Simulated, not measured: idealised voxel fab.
A process module follows: voxel transistor to metal.
It is cross-section cut that appears here, measuring 180 nm in width, its square cells being 5 nm in size.
Each cross-section below is a grid of square cells, stated as bands in top-down order, with one or more rows of cells making up each band. First you get the band's top height and its bottom height, in nm, and then the materials it's made of, left to right, with each width in nm. If you see a single material with "edge to edge", that one covers the band edge to edge. "air" is empty space. Measure heights from 0. That's the level where, below it, the as-received wafer is all one material. The lowest band is bottomless and extends downward; write it as in "0 nm and below". The expression "30..40" gives the width at the extremes of the band, the first number at its top row of cells and the second at its bottom row, with the width changing by equal amounts from each row to the next in between. "remained unchanged" means the step left every cell of the cross-section as it was. Reported under the label "Unvented cavities" are the empty spaces having no open way to the top and comprising 8 cells or more; the notation for each is width x height at distance, in which the distance is measured from the left edge and all three values are in nm. Anything after a step's settings on that line? It's the simulator's own note about the step. overlay nm: for a step with a mask, the amount by which the mask lay right of where it was planned; a negative amount means left of it.
[plan]
| 1 | op RECEIVE | material Si |
| 2 | op CONFORMAL_DEP | material SiO2 | thk nm 5 |
| 3 | op CONFORMAL_DEP | material SiN | thk nm 10 |
| 4 | op MASKED_ETCH | tone cover | mask id ACTIVE | width nm 95 | etch materials SiN | depth nm 10 | overlay nm 0 |
| 5 | op MASKED_ETCH | tone cover | mask id ACTIVE | width nm 95 | etch materials SiO2 | depth nm 5 | overlay nm 0 |
| 6 | op MASKED_ETCH | tone cover | mask id ACTIVE | width nm 95 | etch materials Si | depth nm 35 | overlay nm 0 |
| 7 | op OXIDIZE | depth nm 5 |
| 8 | op FILL_DEP | material SiO2 | thk nm 10 |
| 9 | op CMP | height nm 15 |
| 10 | op SELECTIVE_ETCH | etch materials SiO2 | depth nm 10 |
| 11 | op STRIP | etch materials SiN |
| 12 | op SELECTIVE_ETCH | etch materials SiO2 | depth nm 5 |
| 13 | op OXIDIZE | depth nm 5 |
| 14 | op DIRECTIONAL_DEP | material polySi | thk nm 30 |
| 15 | op DIRECTIONAL_DEP | material SiCN | thk nm 15 |
| 16 | op PATTERN | tone cover | mask id GATE | material resist | width nm 25 | thk nm 15 | overlay nm 0 |
| 17 | op DIRECTIONAL_ETCH | etch materials SiCN | depth nm 25 |
| 18 | op DIRECTIONAL_ETCH | etch materials polySi | depth nm 40 |
| 19 | op STRIP | etch materials resist |
| 20 | op CONFORMAL_DEP | material SiN | thk nm 5 |
| 21 | op DIRECTIONAL_ETCH | etch materials SiN | depth nm 5 |
| 22 | op DIRECTIONAL_ETCH | etch materials SiO2 | depth nm 5 |
| 23 | op EPI | material SiGe | thk nm 5 |
| 24 | op FILL_DEP | material SiO2 | thk nm 5 |
| 25 | op CMP | height nm 30 |
| 26 | op STRIP | etch materials polySi |
| 27 | op SELECTIVE_ETCH | etch materials SiO2 | depth nm 5 |
| 28 | op CONFORMAL_DEP | material HfO2 | thk nm 5 |
| 29 | op CONFORMAL_DEP | material TiN | thk nm 5 |
| 30 | op FILL_DEP | material W | thk nm 10 |
| 31 | op CMP | height nm 25 |
| 32 | op DIRECTIONAL_DEP | material SiO2 | thk nm 15 |
| 33 | op PATTERN | tone open | mask id CONTACT | material resist | width nm 15 | pitch nm 70 | thk nm 15 | overlay nm 0 |
| 34 | op DIRECTIONAL_ETCH | etch materials SiO2 | depth nm 40 |
| 35 | op STRIP | etch materials resist |
| 36 | op CONFORMAL_DEP | material TiN | thk nm 5 |
| 37 | op FILL_DEP | material Ru | thk nm 10 |
| 38 | op CMP | height nm 40 |
| 39 | op CONFORMAL_DEP | material SiN | thk nm 5 |
| 40 | op DIRECTIONAL_DEP | material SiO2 | thk nm 25 |
| 41 | op PATTERN | tone open | mask id METAL_1 | material resist | width nm 15 | pitch nm 70 | thk nm 15 | overlay nm 0 |
| 42 | op DIRECTIONAL_ETCH | etch materials SiO2 | depth nm 25 |
| 43 | op DIRECTIONAL_ETCH | etch materials SiN | depth nm 5 |
| 44 | op STRIP | etch materials resist |
| 45 | op CONFORMAL_DEP | material TiN | thk nm 5 |
| 46 | op FILL_DEP | material Cu | thk nm 10 |
| 47 | op CMP | height nm 70 |
| 48 | op CONFORMAL_DEP | material SiCN | thk nm 5 |
| 49 | op DIRECTIONAL_DEP | material SiO2 | thk nm 30 |
| 50 | op DIRECTIONAL_DEP | material aC | thk nm 10 |
| 51 | op PATTERN | tone open | mask id METAL_2 | material resist | width nm 15 | pitch nm 70 | thk nm 25 | overlay nm 0 |
| 52 | op DIRECTIONAL_ETCH | etch materials aC | depth nm 10 |
| 53 | op STRIP | etch materials resist |
| 54 | op DIRECTIONAL_ETCH | etch materials SiO2 | depth nm 15 |
| 55 | op STRIP | etch materials aC |
| 56 | op DIRECTIONAL_DEP | material aC | thk nm 15 |
| 57 | op PATTERN | tone open | mask id METAL_2_HOLES | material resist | width nm 15 | pitch nm 70 | thk nm 30 | overlay nm 0 |
| 58 | op DIRECTIONAL_ETCH | etch materials aC | depth nm 15 |
| 59 | op STRIP | etch materials resist |
| 60 | op DIRECTIONAL_ETCH | etch materials SiO2 | depth nm 15 |
| 61 | op DIRECTIONAL_ETCH | etch materials SiCN | depth nm 5 |
| 62 | op STRIP | etch materials aC |
| 63 | op CONFORMAL_DEP | material TiN | thk nm 5 |
| 64 | op FILL_DEP | material Cu | thk nm 10 |
| 65 | op CMP | height nm 105 |
| 66 | op CONFORMAL_DEP | material SiCN | thk nm 5 |
[Cross-sectional view of the wafer in its as-received condition, corresponding to the state after step 1]
> 0 nm and below = Si edge to edge
> Unvented cavities: none
[Look at the cross-section after the module: the wafer started out the way shown above and the plan was the one shown above, yet one mistake was made along the way]
> 110 nm to 105 nm = SiCN edge to edge
> 105 nm to 75 nm = SiO2 45, then TiN 5, then Cu 5, then TiN 5, then SiO2 55, then TiN 5, then Cu 5, then TiN 5, then SiO2 50
> 75 nm to 70 nm = SiCN 45, then TiN 15, then SiCN 55, then TiN 15, then SiCN 50
> 70 nm to 45 nm = SiO2 45, then TiN 5, then Cu 5, then TiN 5, then SiO2 55, then TiN 5, then Cu 5, then TiN 5, then SiO2 50
> 45 nm to 40 nm = SiN 45, then TiN 15, then SiN 55, then TiN 15, then SiN 50
> 40 nm to 25 nm = SiO2 45, then TiN 5, then Ru 5, then TiN 5, then SiO2 55, then TiN 5, then Ru 5, then TiN 5, then SiO2 50
> 25 nm to 5 nm = SiO2 45, then TiN 5, then Ru 5, then TiN 5, then SiO2 10, then SiN 5, then TiN 5, then HfO2 5, then W 5, then HfO2 5, then TiN 5, then SiN 5, then SiO2 10, then TiN 5, then Ru 5, then TiN 5, then SiO2 50
> 5 nm to 0 nm = SiO2 45, then TiN 15, then SiO2 10, then SiN 5, then TiN 5, then HfO2 15, then TiN 5, then SiN 5, then SiO2 10, then TiN 15, then SiO2 50
> 0 nm to -5 nm = SiO2 40, then SiGe 30, then TiN 35, then SiGe 30, then SiO2 45
> -5 nm to -40 nm = SiO2 45, then Si 85, then SiO2 50
> -40 nm and below = Si edge to edge
> Unvented cavities: none
Want to know what went wrong? step 29 occupied the plan position of step 28, and the converse holds as well
